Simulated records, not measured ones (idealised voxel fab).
Name of the process module below: voxel wiring stack
Section cut is 285 nm wide and gridded with 5 nm square cells.
Cross-section spec: square-cell grid; bands listed top down; each band is one or more rows. Heights first: top, then bottom, in nm. Then materials, left to right, each with a width in nm. "throughout" on a single material: fills the band edge to edge. "air": empty space. It should be noted that heights are counted from 0, beneath which the wafer as supplied is of one material throughout, and that the lowest band possesses no lower boundary but continues downward, as written in "0 down". A width such as "30->40" changes by the same amount from each row of cells to the next, from the band's top row to its bottom row. Any step labelled "no alteration" changed none of the cells in the cross-section. The list in "Sealed internal voids" covers empty spaces of 8 cells or more that cannot reach the top through any open way, and it gives each as width x height at distance; the distance is from the left edge, and width, height and distance are in nm. If you see something after the settings on a step's line, that's the simulator's own remark about that step. For masked steps, "overlay nm" on the step line gives how far right of plan the mask actually lay; a minus sign means it lay to the left.

Process steps foreseen in the plan
1 RECEIVE, material Si
2 CONFORMAL_DEP, material SiO2, thk nm 15
3 CONFORMAL_DEP, material SiCN, thk nm 5
4 DIRECTIONAL_DEP, material SiO2, thk nm 25
5 MASKED_ETCH, tone open, mask id METAL_1, width nm 25, pitch nm 40, etch materials SiO2, depth nm 25, overlay nm 0
6 MASKED_ETCH, tone open, mask id METAL_1, width nm 25, pitch nm 40, etch materials SiCN, depth nm 5, overlay nm 0
7 CONFORMAL_DEP, material TiN, thk nm 5
8 FILL_DEP, material Ru, thk nm 10
9 CMP, height nm 45
10 EPI, material Ru, thk nm 5
11 FILL_DEP, material SiCN, thk nm 5
12 DIRECTIONAL_DEP, material lowk, thk nm 35
13 MASKED_ETCH, tone open, mask id METAL_2, width nm 25, pitch nm 40, etch materials lowk, depth nm 20, overlay nm 0
14 MASKED_ETCH, tone open, mask id METAL_2_HOLES, width nm 15, pitch nm 80, etch materials lowk, depth nm 15, overlay nm 0
15 MASKED_ETCH, tone open, mask id METAL_2_HOLES, width nm 15, pitch nm 80, etch materials SiCN, depth nm 5, overlay nm 0
16 CONFORMAL_DEP, material TiN, thk nm 5
17 FILL_DEP, material Cu, thk nm 5
18 CMP, height nm 90
19 CONFORMAL_DEP, material SiCN, thk nm 5
20 DIRECTIONAL_DEP, material SiO2, thk nm 10
21 DIRECTIONAL_DEP, material aC, thk nm 15
22 PATTERN, tone open, mask id PLUG_2, material resist, width nm 15, pitch nm 40, thk nm 35, overlay nm 0
23 DIRECTIONAL_ETCH, etch materials aC, depth nm 15
24 STRIP, etch materials resist
25 DIRECTIONAL_ETCH, etch materials SiO2, depth nm 10
26 DIRECTIONAL_ETCH, etch materials SiCN, depth nm 5
27 STRIP, etch materials aC
28 EPI, material Ru, thk nm 10
29 EPI, material Ru, thk nm 5
30 CONFORMAL_DEP, material SiN, thk nm 5
31 DIRECTIONAL_DEP, material lowk, thk nm 20
32 DIRECTIONAL_DEP, material aC, thk nm 10
33 PATTERN, tone open, mask id METAL_3, material resist, width nm 25, pitch nm 40, thk nm 30, overlay nm 0
34 DIRECTIONAL_ETCH, etch materials aC, depth nm 10
35 STRIP, etch materials resist
36 DIRECTIONAL_ETCH, etch materials lowk, depth nm 20
37 DIRECTIONAL_ETCH, etch materials SiN, depth nm 5
38 STRIP, etch materials aC
39 CONFORMAL_DEP, material TiN, thk nm 5
40 FILL_DEP, material W, thk nm 10
41 CMP, height nm 130
42 CONFORMAL_DEP, material SiCN, thk nm 5
43 DIRECTIONAL_DEP, material lowk, thk nm 15
44 DIRECTIONAL_DEP, material aC, thk nm 15
45 PATTERN, tone open, mask id PLUG_3, material resist, width nm 15, pitch nm 80, thk nm 35, overlay nm 0
46 DIRECTIONAL_ETCH, etch materials aC, depth nm 15
47 STRIP, etch materials resist
48 DIRECTIONAL_ETCH, etch materials lowk, depth nm 15
49 DIRECTIONAL_ETCH, etch materials SiCN, depth nm 5
50 STRIP, etch materials aC
51 EPI, material Ru, thk nm 10
52 EPI, material Ru, thk nm 10
53 DIRECTIONAL_DEP, material TiN, thk nm 5
54 DIRECTIONAL_DEP, material Ru, thk nm 15
55 MASKED_ETCH, tone cover, mask id METAL_4, width nm 25, pitch nm 40, etch materials Ru, depth nm 15, overlay nm 0
56 MASKED_ETCH, tone cover, mask id METAL_4, width nm 25, pitch nm 40, etch materials TiN, depth nm 5, overlay nm 0
57 CONFORMAL_DEP, material SiCN, thk nm 5
58 FILL_DEP, material lowk, thk nm 10
59 CMP, height nm 170
60 CONFORMAL_DEP, material SiCN, thk nm 5

Cross-section of the wafer upon arrival, representing the state reached after step 1
* 0 down: Si throughout
* Sealed internal voids: none

Wafer cross-section at module end: first of two, run to plan
* 175 to 170: SiCN throughout
* 170 to 155: 65 lowk, then 5 SiCN, then 25 Ru, then 5 SiCN, then 5 lowk, then 5 SiCN, then 25 Ru, then 5 SiCN, then 5 lowk, then 5 SiCN, then 25 Ru, then 5 SiCN, then 5 lowk, then 5 SiCN, then 25 Ru, then 5 SiCN, then 65 lowk
* 155 to 150: 70 SiCN, then 25 TiN, then 15 SiCN, then 25 TiN, then 15 SiCN, then 25 TiN, then 15 SiCN, then 25 TiN, then 70 SiCN
* 150 to 135: 70 lowk, then 15 Ru, then 65 lowk, then 15 Ru, then 120 lowk
* 135 to 130: 70 SiCN, then 15 Ru, then 65 SiCN, then 15 Ru, then 120 SiCN
* 130 to 110: 70 lowk, then 5 TiN, then 15 W, then 5 TiN, then 15 lowk, then 5 TiN, then 15 W, then 5 TiN, then 15 lowk, then 5 TiN, then 15 W, then 5 TiN, then 15 lowk, then 5 TiN, then 15 W, then 5 TiN, then 70 lowk
* 110 to 105: 70 SiN, then 25 TiN, then 15 SiN, then 25 TiN, then 15 SiN, then 25 TiN, then 15 SiN, then 25 TiN, then 70 SiN
* 105 to 95: 70 SiO2, then 15 Ru, then 25 SiO2, then 15 Ru, then 25 SiO2, then 15 Ru, then 25 SiO2, then 15 Ru, then 80 SiO2
* 95 to 90: 70 SiCN, then 15 Ru, then 25 SiCN, then 15 Ru, then 25 SiCN, then 15 Ru, then 25 SiCN, then 15 Ru, then 80 SiCN
* 90 to 75: 70 lowk, then 5 TiN, then 15 Cu, then 5 TiN, then 15 lowk, then 5 TiN, then 15 Cu, then 5 TiN, then 15 lowk, then 5 TiN, then 15 Cu, then 5 TiN, then 15 lowk, then 5 TiN, then 15 Cu, then 5 TiN, then 70 lowk
* 75 to 70: 70 lowk, then 5 TiN, then 5 Cu, then 15 TiN, then 15 lowk, then 25 TiN, then 15 lowk, then 5 TiN, then 5 Cu, then 15 TiN, then 15 lowk, then 25 TiN, then 70 lowk
* 70 to 55: 70 lowk, then 5 TiN, then 5 Cu, then 5 TiN, then 65 lowk, then 5 TiN, then 5 Cu, then 5 TiN, then 120 lowk
* 55 to 50: 70 SiCN, then 15 TiN, then 65 SiCN, then 15 TiN, then 120 SiCN
* 50 to 45: 65 SiCN, then 35 Ru, then 5 SiCN, then 35 Ru, then 5 SiCN, then 35 Ru, then 5 SiCN, then 35 Ru, then 65 SiCN
* 45 to 20: 70 SiO2, then 5 TiN, then 15 Ru, then 5 TiN, then 15 SiO2, then 5 TiN, then 15 Ru, then 5 TiN, then 15 SiO2, then 5 TiN, then 15 Ru, then 5 TiN, then 15 SiO2, then 5 TiN, then 15 Ru, then 5 TiN, then 70 SiO2
* 20 to 15: 70 SiCN, then 25 TiN, then 15 SiCN, then 25 TiN, then 15 SiCN, then 25 TiN, then 15 SiCN, then 25 TiN, then 70 SiCN
* 15 to 0: SiO2 throughout
* 0 down: Si throughout
* Sealed internal voids: none

Wafer two cross-section, module end. Start and plan unchanged from wafer one; one mistake made during the run
* 175 to 170: SiCN throughout
* 170 to 165: 65 lowk, then 35 SiCN, then 5 lowk, then 35 SiCN, then 5 lowk, then 35 SiCN, then 5 lowk, then 35 SiCN, then 65 lowk
* 165 to 155: 65 lowk, then 5 SiCN, then 25 Ru, then 5 SiCN, then 5 lowk, then 5 SiCN, then 25 Ru, then 5 SiCN, then 5 lowk, then 5 SiCN, then 25 Ru, then 5 SiCN, then 5 lowk, then 5 SiCN, then 25 Ru, then 5 SiCN, then 65 lowk
* 155 to 150: 70 SiCN, then 25 TiN, then 15 SiCN, then 25 TiN, then 15 SiCN, then 25 TiN, then 15 SiCN, then 25 TiN, then 70 SiCN
* 150 to 135: 70 lowk, then 15 Ru, then 65 lowk, then 15 Ru, then 120 lowk
* 135 to 130: 70 SiCN, then 15 Ru, then 65 SiCN, then 15 Ru, then 120 SiCN
* 130 to 110: 70 lowk, then 5 TiN, then 15 W, then 5 TiN, then 15 lowk, then 5 TiN, then 15 W, then 5 TiN, then 15 lowk, then 5 TiN, then 15 W, then 5 TiN, then 15 lowk, then 5 TiN, then 15 W, then 5 TiN, then 70 lowk
* 110 to 105: 70 SiN, then 25 TiN, then 15 SiN, then 25 TiN, then 15 SiN, then 25 TiN, then 15 SiN, then 25 TiN, then 70 SiN
* 105 to 95: 70 SiO2, then 15 Ru, then 25 SiO2, then 15 Ru, then 25 SiO2, then 15 Ru, then 25 SiO2, then 15 Ru, then 80 SiO2
* 95 to 90: 70 SiCN, then 15 Ru, then 25 SiCN, then 15 Ru, then 25 SiCN, then 15 Ru, then 25 SiCN, then 15 Ru, then 80 SiCN
* 90 to 75: 70 lowk, then 5 TiN, then 15 Cu, then 5 TiN, then 15 lowk, then 5 TiN, then 15 Cu, then 5 TiN, then 15 lowk, then 5 TiN, then 15 Cu, then 5 TiN, then 15 lowk, then 5 TiN, then 15 Cu, then 5 TiN, then 70 lowk
* 75 to 70: 70 lowk, then 5 TiN, then 5 Cu, then 15 TiN, then 15 lowk, then 25 TiN, then 15 lowk, then 5 TiN, then 5 Cu, then 15 TiN, then 15 lowk, then 25 TiN, then 70 lowk
* 70 to 55: 70 lowk, then 5 TiN, then 5 Cu, then 5 TiN, then 65 lowk, then 5 TiN, then 5 Cu, then 5 TiN, then 120 lowk
* 55 to 50: 70 SiCN, then 15 TiN, then 65 SiCN, then 15 TiN, then 120 SiCN
* 50 to 45: 65 SiCN, then 35 Ru, then 5 SiCN, then 35 Ru, then 5 SiCN, then 35 Ru, then 5 SiCN, then 35 Ru, then 65 SiCN
* 45 to 20: 70 SiO2, then 5 TiN, then 15 Ru, then 5 TiN, then 15 SiO2, then 5 TiN, then 15 Ru, then 5 TiN, then 15 SiO2, then 5 TiN, then 15 Ru, then 5 TiN, then 15 SiO2, then 5 TiN, then 15 Ru, then 5 TiN, then 70 SiO2
* 20 to 15: 70 SiCN, then 25 TiN, then 15 SiCN, then 25 TiN, then 15 SiCN, then 25 TiN, then 15 SiCN, then 25 TiN, then 70 SiCN
* 15 to 0: SiO2 throughout
* 0 down: Si throughout
* Sealed internal voids: none
Deviation noted in wafer processing: note that step 54 departed from the planned setting and was carried out as DIRECTIONAL_DEP, material Ru, thk nm 10
Wafer comparison, final, in cells, second relative to first, materials more or fewer: 20 fewer of Ru, 20 more of SiCN
